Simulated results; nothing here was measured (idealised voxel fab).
Herein follows the process module entitled voxel self aligned vias.
Section shown: cut. Width: 155 nm. Cell size: 5 nm, square.
Cross-section, as written here: a square-cell grid given band by band from the top down, where a band holds one or more rows of cells. Band entry format. Leading values: height of top, height of bottom, nm. Remainder: materials in left-to-right order, each with its width in nm. Special words: "edge to edge" on a single material, which then fills the band edge to edge; "air", empty space. The reference from which all heights are counted is 0, the level beneath which the as-received wafer is entirely one material; the lowest band, having no lower bound, proceeds downward and is written after the example "0 -> down". You'd read "30->40" like this: the band's top row of cells is as wide as the first number, its bottom row is as wide as the second, and going down, every row changes width by the same amount as the row before did. No cell of the cross-section changed in a step that is given as "nothing was modified". Enclosed voids (no open way to top), threshold 8 cells or more, entry "Listed closed voids", notation width x height at distance, distance from left edge, nm. On a step's line, text after the settings is the simulator commenting on that step. overlay nm: for a step with a mask, the amount by which the mask lay right of where it was planned; a negative amount means left of it.
### The steps planned for the process are as follows
1 RECEIVE [material Si]
2 CONFORMAL_DEP [material SiO2] [thk nm 15]
3 CONFORMAL_DEP [material SiCN] [thk nm 5]
4 DIRECTIONAL_DEP [material lowk] [thk nm 30]
5 DIRECTIONAL_DEP [material aC] [thk nm 15]
6 PATTERN [tone open] [mask id LINES] [material resist] [width nm 25] [pitch nm 75] [thk nm 35] [overlay nm 0]
7 DIRECTIONAL_ETCH [etch materials aC] [depth nm 15]
8 STRIP [etch materials resist]
9 DIRECTIONAL_ETCH [etch materials lowk] [depth nm 30]
10 STRIP [etch materials aC]
11 CONFORMAL_DEP [material TiN] [thk nm 5]
12 FILL_DEP [material Ru] [thk nm 5]
13 CMP [height nm 50]
14 SELECTIVE_ETCH [etch materials W Ru TiN] [depth nm 5]
15 FILL_DEP [material SiN] [thk nm 10]
16 CMP [height nm 50]
17 DIRECTIONAL_DEP [material lowk] [thk nm 20]
18 DIRECTIONAL_DEP [material aC] [thk nm 10]
19 PATTERN [tone open] [mask id VIAS] [material resist] [width nm 45] [pitch nm 75] [thk nm 30] [overlay nm 0]
20 DIRECTIONAL_ETCH [etch materials aC] [depth nm 10]
21 STRIP [etch materials resist]
22 DIRECTIONAL_ETCH [etch materials lowk] [depth nm 20]
23 DIRECTIONAL_ETCH [etch materials SiN] [depth nm 5]
24 STRIP [etch materials aC]
25 CONFORMAL_DEP [material TiN] [thk nm 5]
26 FILL_DEP [material Ru] [thk nm 10]
27 CMP [height nm 70]
28 CONFORMAL_DEP [material SiCN] [thk nm 5]
### First wafer, two in total, run as planned
### Incoming wafer in cross-section (state: after step 1)
0 -> down = Si edge to edge
Listed closed voids: none
### The wafer in cross-section once step 2 is complete
15 -> 0 = SiO2 edge to edge
Everything under 0 stays put, no change at all.
### The wafer in cross-section once step 3 is complete
20 -> 15 = SiCN edge to edge
Everything under 15 stays put, no change at all.
### The wafer in cross-section once step 4 is complete
50 -> 20 = lowk edge to edge
Everything under 20 stays put, no change at all.
### The wafer in cross-section once step 5 is complete
65 -> 50 = aC edge to edge
Everything under 50 stays put, no change at all.
### The wafer in cross-section once step 6 is complete
100 -> 65 = resist 25 nm | air 25 nm | resist 50 nm | air 25 nm | resist 30 nm
Everything under 65 stays put, no change at all.
### The wafer in cross-section once step 7 is complete
85 -> 65 = resist 25 nm | air 25 nm | resist 50 nm | air 25 nm | resist 30 nm
65 -> 50 = aC 25 nm | air 25 nm | aC 50 nm | air 25 nm | aC 30 nm
Everything under 50 stays put, no change at all.
### The wafer in cross-section once step 8 is complete
65 -> 50 = aC 25 nm | air 25 nm | aC 50 nm | air 25 nm | aC 30 nm
Everything under 50 stays put, no change at all.
### The wafer in cross-section once step 9 is complete
65 -> 50 = aC 25 nm | air 25 nm | aC 50 nm | air 25 nm | aC 30 nm
50 -> 20 = lowk 25 nm | air 25 nm | lowk 50 nm | air 25 nm | lowk 30 nm
Everything under 20 stays put, no change at all.
### The wafer in cross-section once step 10 is complete
50 -> 20 = lowk 25 nm | air 25 nm | lowk 50 nm | air 25 nm | lowk 30 nm
Everything under 20 stays put, no change at all.
### The wafer in cross-section once step 11 is complete
55 -> 50 = TiN 30 nm | air 15 nm | TiN 60 nm | air 15 nm | TiN 35 nm
50 -> 25 = lowk 25 nm | TiN 5 nm | air 15 nm | TiN 5 nm | lowk 50 nm | TiN 5 nm | air 15 nm | TiN 5 nm | lowk 30 nm
25 -> 20 = lowk 25 nm | TiN 25 nm | lowk 50 nm | TiN 25 nm | lowk 30 nm
Everything under 20 stays put, no change at all.
### The wafer in cross-section once step 12 is complete
60 -> 55 = Ru edge to edge
55 -> 50 = TiN 30 nm | Ru 15 nm | TiN 60 nm | Ru 15 nm | TiN 35 nm
50 -> 25 = lowk 25 nm | TiN 5 nm | Ru 15 nm | TiN 5 nm | lowk 50 nm | TiN 5 nm | Ru 15 nm | TiN 5 nm | lowk 30 nm
Everything under 25 stays put, no change at all.
### The wafer in cross-section once step 13 is complete
50 -> 25 = lowk 25 nm | TiN 5 nm | Ru 15 nm | TiN 5 nm | lowk 50 nm | TiN 5 nm | Ru 15 nm | TiN 5 nm | lowk 30 nm
Everything under 25 stays put, no change at all.
### The wafer in cross-section once step 14 is complete
50 -> 45 = lowk 25 nm | air 25 nm | lowk 50 nm | air 25 nm | lowk 30 nm
Everything under 45 stays put, no change at all.
### The wafer in cross-section once step 15 is complete
60 -> 50 = SiN edge to edge
50 -> 45 = lowk 25 nm | SiN 25 nm | lowk 50 nm | SiN 25 nm | lowk 30 nm
Everything under 45 stays put, no change at all.
### The wafer in cross-section once step 16 is complete
50 -> 45 = lowk 25 nm | SiN 25 nm | lowk 50 nm | SiN 25 nm | lowk 30 nm
Everything under 45 stays put, no change at all.
### The wafer in cross-section once step 17 is complete
70 -> 50 = lowk edge to edge
Everything under 50 stays put, no change at all.
### The wafer in cross-section once step 18 is complete
80 -> 70 = aC edge to edge
Everything under 70 stays put, no change at all.
### The wafer in cross-section once step 19 is complete
110 -> 80 = resist 15 nm | air 45 nm | resist 30 nm | air 45 nm | resist 20 nm
Everything under 80 stays put, no change at all.
### The wafer in cross-section once step 20 is complete
100 -> 80 = resist 15 nm | air 45 nm | resist 30 nm | air 45 nm | resist 20 nm
80 -> 70 = aC 15 nm | air 45 nm | aC 30 nm | air 45 nm | aC 20 nm
Everything under 70 stays put, no change at all.
### The wafer in cross-section once step 21 is complete
80 -> 70 = aC 15 nm | air 45 nm | aC 30 nm | air 45 nm | aC 20 nm
Everything under 70 stays put, no change at all.
### The wafer in cross-section once step 22 is complete
80 -> 70 = aC 15 nm | air 45 nm | aC 30 nm | air 45 nm | aC 20 nm
70 -> 50 = lowk 15 nm | air 45 nm | lowk 30 nm | air 45 nm | lowk 20 nm
Everything under 50 stays put, no change at all.
### The wafer in cross-section once step 23 is complete
80 -> 70 = aC 15 nm | air 45 nm | aC 30 nm | air 45 nm | aC 20 nm
70 -> 50 = lowk 15 nm | air 45 nm | lowk 30 nm | air 45 nm | lowk 20 nm
50 -> 45 = lowk 25 nm | air 25 nm | lowk 50 nm | air 25 nm | lowk 30 nm
Everything under 45 stays put, no change at all.
### The wafer in cross-section once step 24 is complete
70 -> 50 = lowk 15 nm | air 45 nm | lowk 30 nm | air 45 nm | lowk 20 nm
Everything under 50 stays put, no change at all.
### The wafer in cross-section once step 25 is complete
75 -> 70 = TiN 20 nm | air 35 nm | TiN 40 nm | air 35 nm | TiN 25 nm
70 -> 55 = lowk 15 nm | TiN 5 nm | air 35 nm | TiN 5 nm | lowk 30 nm | TiN 5 nm | air 35 nm | TiN 5 nm | lowk 20 nm
55 -> 50 = lowk 15 nm | TiN 15 nm | air 15 nm | TiN 15 nm | lowk 30 nm | TiN 15 nm | air 15 nm | TiN 15 nm | lowk 20 nm
50 -> 45 = lowk 25 nm | TiN 25 nm | lowk 50 nm | TiN 25 nm | lowk 30 nm
Everything under 45 stays put, no change at all.
### The wafer in cross-section once step 26 is complete
85 -> 75 = Ru edge to edge
75 -> 70 = TiN 20 nm | Ru 35 nm | TiN 40 nm | Ru 35 nm | TiN 25 nm
70 -> 55 = lowk 15 nm | TiN 5 nm | Ru 35 nm | TiN 5 nm | lowk 30 nm | TiN 5 nm | Ru 35 nm | TiN 5 nm | lowk 20 nm
55 -> 50 = lowk 15 nm | TiN 15 nm | Ru 15 nm | TiN 15 nm | lowk 30 nm | TiN 15 nm | Ru 15 nm | TiN 15 nm | lowk 20 nm
Everything under 50 stays put, no change at all.
### The wafer in cross-section once step 27 is complete
70 -> 55 = lowk 15 nm | TiN 5 nm | Ru 35 nm | TiN 5 nm | lowk 30 nm | TiN 5 nm | Ru 35 nm | TiN 5 nm | lowk 20 nm
Everything under 55 stays put, no change at all.
### The wafer in cross-section once step 28 is complete
75 -> 70 = SiCN edge to edge
Everything under 70 stays put, no change at all.
### Wafer two of the pair: same origin, same plan, one error during the run; identical to wafer one up to and including step 2
Second wafer cross-section, taken as of the time the plan sets for step 3 to be done: nothing was modified
### Second wafer cross-section, taken as of the time the plan sets for step 4 to be done
45 -> 15 = lowk edge to edge
Everything under 15 stays put, no change at all.
### Second wafer cross-section, taken as of the time the plan sets for step 5 to be done
60 -> 45 = aC edge to edge
Everything under 45 stays put, no change at all.
### Second wafer cross-section, taken as of the time the plan sets for step 6 to be done
95 -> 60 = resist 25 nm | air 25 nm | resist 50 nm | air 25 nm | resist 30 nm
Everything under 60 stays put, no change at all.
### Second wafer cross-section, taken as of the time the plan sets for step 7 to be done
80 -> 60 = resist 25 nm | air 25 nm | resist 50 nm | air 25 nm | resist 30 nm
60 -> 45 = aC 25 nm | air 25 nm | aC 50 nm | air 25 nm | aC 30 nm
Everything under 45 stays put, no change at all.
### Second wafer cross-section, taken as of the time the plan sets for step 8 to be done
60 -> 45 = aC 25 nm | air 25 nm | aC 50 nm | air 25 nm | aC 30 nm
Everything under 45 stays put, no change at all.
### Second wafer cross-section, taken as of the time the plan sets for step 9 to be done
60 -> 45 = aC 25 nm | air 25 nm | aC 50 nm | air 25 nm | aC 30 nm
45 -> 15 = lowk 25 nm | air 25 nm | lowk 50 nm | air 25 nm | lowk 30 nm
Everything under 15 stays put, no change at all.
### Second wafer cross-section, taken as of the time the plan sets for step 10 to be done
45 -> 15 = lowk 25 nm | air 25 nm | lowk 50 nm | air 25 nm | lowk 30 nm
Everything under 15 stays put, no change at all.
### Second wafer cross-section, taken as of the time the plan sets for step 11 to be done
50 -> 45 = TiN 30 nm | air 15 nm | TiN 60 nm | air 15 nm | TiN 35 nm
45 -> 20 = lowk 25 nm | TiN 5 nm | air 15 nm | TiN 5 nm | lowk 50 nm | TiN 5 nm | air 15 nm | TiN 5 nm | lowk 30 nm
20 -> 15 = lowk 25 nm | TiN 25 nm | lowk 50 nm | TiN 25 nm | lowk 30 nm
Everything under 15 stays put, no change at all.
### Second wafer cross-section, taken as of the time the plan sets for step 12 to be done
55 -> 50 = Ru edge to edge
50 -> 45 = TiN 30 nm | Ru 15 nm | TiN 60 nm | Ru 15 nm | TiN 35 nm
45 -> 20 = lowk 25 nm | TiN 5 nm | Ru 15 nm | TiN 5 nm | lowk 50 nm | TiN 5 nm | Ru 15 nm | TiN 5 nm | lowk 30 nm
Everything under 20 stays put, no change at all.
### Second wafer cross-section, taken as of the time the plan sets for step 13 to be done
50 -> 45 = TiN 30 nm | Ru 15 nm | TiN 60 nm | Ru 15 nm | TiN 35 nm
Everything under 45 stays put, no change at all.
### Second wafer cross-section, taken as of the time the plan sets for step 14 to be done
45 -> 20 = lowk 25 nm | TiN 5 nm | Ru 15 nm | TiN 5 nm | lowk 50 nm | TiN 5 nm | Ru 15 nm | TiN 5 nm | lowk 30 nm
Everything under 20 stays put, no change at all.
### Second wafer cross-section, taken as of the time the plan sets for step 15 to be done
55 -> 45 = SiN edge to edge
Everything under 45 stays put, no change at all.
### Second wafer cross-section, taken as of the time the plan sets for step 16 to be done
50 -> 45 = SiN edge to edge
Everything under 45 stays put, no change at all.
### Second wafer cross-section, taken as of the time the plan sets for step 17 to be done
70 -> 50 = lowk edge to edge
Everything under 50 stays put, no change at all.
### Second wafer cross-section, taken as of the time the plan sets for step 18 to be done
80 -> 70 = aC edge to edge
Everything under 70 stays put, no change at all.
### Second wafer cross-section, taken as of the time the plan sets for step 19 to be done
110 -> 80 = resist 15 nm | air 45 nm | resist 30 nm | air 45 nm | resist 20 nm
Everything under 80 stays put, no change at all.
### Second wafer cross-section, taken as of the time the plan sets for step 20 to be done
100 -> 80 = resist 15 nm | air 45 nm | resist 30 nm | air 45 nm | resist 20 nm
80 -> 70 = aC 15 nm | air 45 nm | aC 30 nm | air 45 nm | aC 20 nm
Everything under 70 stays put, no change at all.
### Second wafer cross-section, taken as of the time the plan sets for step 21 to be done
80 -> 70 = aC 15 nm | air 45 nm | aC 30 nm | air 45 nm | aC 20 nm
Everything under 70 stays put, no change at all.
### Second wafer cross-section, taken as of the time the plan sets for step 22 to be done
80 -> 70 = aC 15 nm | air 45 nm | aC 30 nm | air 45 nm | aC 20 nm
70 -> 50 = lowk 15 nm | air 45 nm | lowk 30 nm | air 45 nm | lowk 20 nm
Everything under 50 stays put, no change at all.
### Second wafer cross-section, taken as of the time the plan sets for step 23 to be done
80 -> 70 = aC 15 nm | air 45 nm | aC 30 nm | air 45 nm | aC 20 nm
70 -> 50 = lowk 15 nm | air 45 nm | lowk 30 nm | air 45 nm | lowk 20 nm
50 -> 45 = SiN 15 nm | air 45 nm | SiN 30 nm | air 45 nm | SiN 20 nm
Everything under 45 stays put, no change at all.
### Second wafer cross-section, taken as of the time the plan sets for step 24 to be done
70 -> 50 = lowk 15 nm | air 45 nm | lowk 30 nm | air 45 nm | lowk 20 nm
Everything under 50 stays put, no change at all.
### Second wafer cross-section, taken as of the time the plan sets for step 25 to be done
75 -> 70 = TiN 20 nm | air 35 nm | TiN 40 nm | air 35 nm | TiN 25 nm
70 -> 50 = lowk 15 nm | TiN 5 nm | air 35 nm | TiN 5 nm | lowk 30 nm | TiN 5 nm | air 35 nm | TiN 5 nm | lowk 20 nm
50 -> 45 = SiN 15 nm | TiN 45 nm | SiN 30 nm | TiN 45 nm | SiN 20 nm
Everything under 45 stays put, no change at all.
### Second wafer cross-section, taken as of the time the plan sets for step 26 to be done
85 -> 75 = Ru edge to edge
75 -> 70 = TiN 20 nm | Ru 35 nm | TiN 40 nm | Ru 35 nm | TiN 25 nm
70 -> 50 = lowk 15 nm | TiN 5 nm | Ru 35 nm | TiN 5 nm | lowk 30 nm | TiN 5 nm | Ru 35 nm | TiN 5 nm | lowk 20 nm
Everything under 50 stays put, no change at all.
### Second wafer cross-section, taken as of the time the plan sets for step 27 to be done
70 -> 50 = lowk 15 nm | TiN 5 nm | Ru 35 nm | TiN 5 nm | lowk 30 nm | TiN 5 nm | Ru 35 nm | TiN 5 nm | lowk 20 nm
Everything under 50 stays put, no change at all.
### Second wafer cross-section, taken as of the time the plan sets for step 28 to be done
75 -> 70 = SiCN edge to edge
Everything under 70 stays put, no change at all.
Diagnosis: step 3 of the plan did not run at all; it was left out
Final comparison by cell count, materials where the second wafer has more or fewer than the first: 14 more of Ru, 31 fewer of SiCN, 13 more of SiN, 4 more of TiN
